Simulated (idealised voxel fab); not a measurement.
Documented hereafter: the process module known as voxel self aligned vias.
In the cross-section labelled cut, the width is 225 nm and each square cell is 5 nm.
Cross-section, as written here: a square-cell grid given band by band from the top down, where a band holds one or more rows of cells.
The band entry comprises the height of the band's top followed by the height of its bottom, expressed in nm, and subsequently the band's materials from left to right, each stated together with its width in nm. Where a single material is marked with the word "edge to edge", that material fills the band from edge to edge. The word "empty" represents empty space.
Ref level 0: as-received wafer is one material below here. Bottom band extends down with no lower bound ("top 0, no bottom").
The width entry "30..40" should be interpreted row by row: the top row of cells in the band takes the first number, the bottom row takes the second number, and the change between adjacent rows is uniform throughout.
When a step is marked "nothing altered", none of the cells in the cross-section changed during that step.
"Trapped void list" specifies each empty space that is not open to the top and that occupies no fewer than 8 cells, using the form width x height at distance, the distance measured from the left edge and all three quantities in nm.
Text after the settings on a step's line: the simulator's own remark on that step.
On any step carrying a mask, the "overlay nm" setting, if present on the step's line, tells how far right of its planned place the mask lay; negative values point to the left.

### Steps planned for the process
1 RECEIVE | material Si
2 CONFORMAL_DEP | material SiO2 | thk nm 10
3 CONFORMAL_DEP | material SiCN | thk nm 5
4 DIRECTIONAL_DEP | material lowk | thk nm 30
5 MASKED_ETCH | tone open | mask id LINES | width nm 30 | pitch nm 70 | etch materials lowk | depth nm 30 | overlay nm 0
6 CONFORMAL_DEP | material TiN | thk nm 5
7 FILL_DEP | material W | thk nm 10
8 CMP | height nm 45
9 SELECTIVE_ETCH | etch materials W Ru TiN | depth nm 10
10 FILL_DEP | material SiN | thk nm 10
11 CMP | height nm 45
12 DIRECTIONAL_DEP | material lowk | thk nm 15
13 MASKED_ETCH | tone open | mask id VIAS | width nm 40 | pitch nm 70 | etch materials lowk | depth nm 15 | overlay nm 0
14 MASKED_ETCH | tone open | mask id VIAS | width nm 40 | pitch nm 70 | etch materials SiN | depth nm 10 | overlay nm 0
15 CONFORMAL_DEP | material TiN | thk nm 5
16 FILL_DEP | material W | thk nm 5
17 CMP | height nm 60
18 CONFORMAL_DEP | material SiCN | thk nm 5

### Wafer at receipt (post step 1), cross-section
    top 0, no bottom  Si edge to edge
    Trapped void list: none

### Looking at the first of two wafers in cross-section at end of module - ran to plan
    top 65, bottom 60  SiCN edge to edge
    top 60, bottom 50  lowk=55 / TiN=5 / W=30 / TiN=5 / lowk=30 / TiN=5 / W=30 / TiN=5 / lowk=60
    top 50, bottom 40  lowk=55..60 / TiN=10..5 / W=20 / TiN=10..5 / lowk=30..40 / TiN=10..5 / W=20 / TiN=10..5 / lowk=60..65
    top 40, bottom 35  lowk=60 / TiN=30 / lowk=40 / TiN=30 / lowk=65
    top 35, bottom 20  lowk=60 / TiN=5 / W=20 / TiN=5 / lowk=40 / TiN=5 / W=20 / TiN=5 / lowk=65
    top 20, bottom 15  lowk=60 / TiN=30 / lowk=40 / TiN=30 / lowk=65
    top 15, bottom 10  SiCN edge to edge
    top 10, bottom 0  SiO2 edge to edge
    top 0, no bottom  Si edge to edge
    Trapped void list: none

### Second wafer through the module, sectioned at the end: same beginning and same plan as the first wafer, with one mistake in carrying it out
    top 65, bottom 60  SiCN edge to edge
    top 60, bottom 50  lowk=55 / TiN=5 / W=30 / TiN=5 / lowk=30 / TiN=5 / W=30 / TiN=5 / lowk=60
    top 50, bottom 45  lowk=55 / TiN=40 / lowk=30 / TiN=40 / lowk=60
    top 45, bottom 40  SiCN edge to edge
    top 40, bottom 10  lowk edge to edge
    top 10, bottom 0  SiO2 edge to edge
    top 0, no bottom  Si edge to edge
    Trapped void list: none
Nonconformance to the process plan: deviation from plan: step 4 and step 3 executed in one another's positions
End check, counted in cells, second wafer has more or fewer of these materials than the first: -32 TiN, -40 W, +72 lowk
